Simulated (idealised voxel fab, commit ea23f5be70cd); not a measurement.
Module name: voxel gate over fins (process module)
Cross-section cut: width 215 nm, square cells of 5 nm.
Just so we're on the same page, the cross-sections are grids of square cells, and they're listed out in bands top to bottom, each band one or more rows deep.
Band: top height; bottom height; in nm. Then, left to right: material with width in nm, for each material. "edge to edge": a single material spanning edge to edge. "blank": empty space.
Height reference: 0 = level under which incoming wafer is all one material. Lowest band: no bottom, runs on downward, e.g. "0 and below".
The two numbers in a width such as "30->40" mark its ends across the band: the first belongs to the top row of cells, the second to the bottom row, and from each row to the next the width moves by the same amount.
"changes: none" means the step left every cell of the cross-section as it was.
Closed-off voids of 8+ cells (no open route to the top) go in "Cavities, sealed", written width x height at distance from the left edge, in nm.
On each step's line, the part that comes after the settings is the simulator's own comment on the step.
overlay nm: step with mask; distance mask lay right of planned place; negative value = left of planned place.
This section lists the process steps that were planned:
1: RECEIVE [material Si]
2: CONFORMAL_DEP [material SiN] [thk nm 10]
3: DIRECTIONAL_DEP [material aC] [thk nm 10]
4: PATTERN [tone cover] [mask id FINS] [material resist] [width nm 15] [pitch nm 45] [thk nm 25] [overlay nm 0]
5: DIRECTIONAL_ETCH [etch materials aC] [depth nm 10]
6: STRIP [etch materials resist]
7: DIRECTIONAL_ETCH [etch materials SiN] [depth nm 10]
8: DIRECTIONAL_ETCH [etch materials Si] [depth nm 35]
9: STRIP [etch materials aC]
10: FILL_DEP [material SiO2] [thk nm 15]
11: CMP [height nm 10]
12: SELECTIVE_ETCH [etch materials SiO2] [depth nm 25]
13: STRIP [etch materials SiN]
14: CONFORMAL_DEP [material HfO2] [thk nm 5]
15: CONFORMAL_DEP [material TiN] [thk nm 5]
16: FILL_DEP [material W] [thk nm 10]
17: CMP [height nm 15]
18: CONFORMAL_DEP [material SiCN] [thk nm 10]
Incoming wafer in cross-section (state: after step 1):
- 0 and below: Si edge to edge
- Cavities, sealed: none
First of two wafers: cross-section at end of module, run per plan:
- 25 down to 15: SiCN edge to edge
- 15 down to 10: W edge to edge
- 10 down to 5: W=45; TiN=35; W=10; TiN=35; W=10; TiN=35; W=45
- 5 down to 0: W=45; TiN=5; HfO2=25; TiN=5; W=10; TiN=5; HfO2=25; TiN=5; W=10; TiN=5; HfO2=25; TiN=5; W=45
- 0 down to -5: W=45; TiN=5; HfO2=5; Si=15; HfO2=5; TiN=5; W=10; TiN=5; HfO2=5; Si=15; HfO2=5; TiN=5; W=10; TiN=5; HfO2=5; Si=15; HfO2=5; TiN=5; W=45
- -5 down to -10: TiN=50; HfO2=5; Si=15; HfO2=5; TiN=20; HfO2=5; Si=15; HfO2=5; TiN=20; HfO2=5; Si=15; HfO2=5; TiN=50
- -10 down to -15: HfO2=55; Si=15; HfO2=30; Si=15; HfO2=30; Si=15; HfO2=55
- -15 down to -35: SiO2=55; Si=15; SiO2=30; Si=15; SiO2=30; Si=15; SiO2=55
- -35 and below: Si edge to edge
- Cavities, sealed: none
Second wafer of the two, sectioned at the end of the module. It began like the first and followed the same plan, but one mistake was made while running it:
- 25 down to 15: SiCN edge to edge
- 15 down to 10: W edge to edge
- 10 down to 5: W=45; HfO2=35; W=10; HfO2=35; W=10; HfO2=35; W=45
- 5 down to 0: W=45; HfO2=5; TiN=25; HfO2=5; W=10; HfO2=5; TiN=25; HfO2=5; W=10; HfO2=5; TiN=25; HfO2=5; W=45
- 0 down to -5: W=45; HfO2=5; TiN=5; Si=15; TiN=5; HfO2=5; W=10; HfO2=5; TiN=5; Si=15; TiN=5; HfO2=5; W=10; HfO2=5; TiN=5; Si=15; TiN=5; HfO2=5; W=45
- -5 down to -10: HfO2=50; TiN=5; Si=15; TiN=5; HfO2=20; TiN=5; Si=15; TiN=5; HfO2=20; TiN=5; Si=15; TiN=5; HfO2=50
- -10 down to -15: TiN=55; Si=15; TiN=30; Si=15; TiN=30; Si=15; TiN=55
- -15 down to -35: SiO2=55; Si=15; SiO2=30; Si=15; SiO2=30; Si=15; SiO2=55
- -35 and below: Si edge to edge
- Cavities, sealed: none
Nonconformance to the process plan: plan steps 14 and 15 run swapped
At the end, the second wafer has the same number of cells of each material as the first, but those cells sit in other places.
